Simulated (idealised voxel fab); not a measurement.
voxel self aligned vias: a process module
cross-section cut | 205 nm wide | cells 5 nm
This document writes a cross-section as a grid whose cells are square, and gives it as bands, listed from the top down; one or more rows of cells form a band. Quick guide to a band line: top height, bottom height (nm) up front; then every material left to right with its width in nm. Only one material and it's marked "edge to edge"? Then it fills the band edge to edge. And "empty" just means empty space. The level at which height equals 0 is the one under which the wafer, as it arrives, is entirely one material. No lower edge exists for the bottom band, which continues downward and is notated as in "0 and below". A two-number width, for instance "30->40", indicates that the width is equal to the first number in the top row of the band and to the second number in the bottom row, and that it changes by a constant amount per row of cells. Where a step carries "nothing altered", the cross-section came out of it unchanged, cell for cell. Look at "Closed internal cavities" for the closed voids: empty spaces with no open path to the top, sized 8 cells or up. Each is width x height at distance, distance from the left edge, all nm. Post-settings text on a step line: simulator's own remark regarding the step. Among the settings permitted on a step's line is "overlay nm"; applied to a step with a mask, it specifies the extent to which the mask lay to the right of its planned position, whereas a negative figure signifies a position to the left.

# So here's the lineup of process steps we planned
step 1: op RECEIVE | material Si
step 2: op CONFORMAL_DEP | material SiO2 | thk nm 10
step 3: op CONFORMAL_DEP | material SiCN | thk nm 5
step 4: op DIRECTIONAL_DEP | material lowk | thk nm 30
step 5: op MASKED_ETCH | tone open | mask id LINES | width nm 20 | pitch nm 65 | etch materials lowk | depth nm 30 | overlay nm 0
step 6: op CONFORMAL_DEP | material TiN | thk nm 5
step 7: op FILL_DEP | material W | thk nm 5
step 8: op CMP | height nm 45
step 9: op SELECTIVE_ETCH | etch materials W Ru TiN | depth nm 5
step 10: op FILL_DEP | material SiN | thk nm 5
step 11: op CMP | height nm 45
step 12: op DIRECTIONAL_DEP | material lowk | thk nm 15
step 13: op PATTERN | tone open | mask id VIAS | material resist | width nm 40 | pitch nm 65 | thk nm 20 | overlay nm 0
step 14: op DIRECTIONAL_ETCH | etch materials lowk | depth nm 15
step 15: op DIRECTIONAL_ETCH | etch materials SiN | depth nm 5
step 16: op STRIP | etch materials resist
step 17: op CONFORMAL_DEP | material TiN | thk nm 5
step 18: op FILL_DEP | material Cu | thk nm 10
step 19: op CMP | height nm 60
step 20: op CONFORMAL_DEP | material SiCN | thk nm 5

# Wafer at receipt (post step 1), cross-section
  0 and below  Si edge to edge
  Closed internal cavities: none

# Cross-section at module end, one run error; start and plan unchanged from above
  65 down to 60  SiCN edge to edge
  60 down to 50  15 of lowk; 5 of TiN; 30 of Cu; 5 of TiN; 25 of lowk; 5 of TiN; 30 of Cu; 5 of TiN; 25 of lowk; 5 of TiN; 30 of Cu; 5 of TiN; 20 of lowk
  50 down to 45  15 of lowk; 40 of TiN; 25 of lowk; 40 of TiN; 25 of lowk; 40 of TiN; 20 of lowk
  45 down to 40  25 of lowk; 20 of Ru; 45 of lowk; 20 of Ru; 45 of lowk; 20 of Ru; 30 of lowk
  40 down to 20  25 of lowk; 5 of TiN; 10 of W; 5 of TiN; 45 of lowk; 5 of TiN; 10 of W; 5 of TiN; 45 of lowk; 5 of TiN; 10 of W; 5 of TiN; 30 of lowk
  20 down to 15  25 of lowk; 20 of TiN; 45 of lowk; 20 of TiN; 45 of lowk; 20 of TiN; 30 of lowk
  15 down to 10  SiCN edge to edge
  10 down to 0  SiO2 edge to edge
  0 and below  Si edge to edge
  Closed internal cavities: none
Error vs. plan: step 10 was run on a setting that differed from the plan, and what really ran there is op FILL_DEP | material Ru | thk nm 5
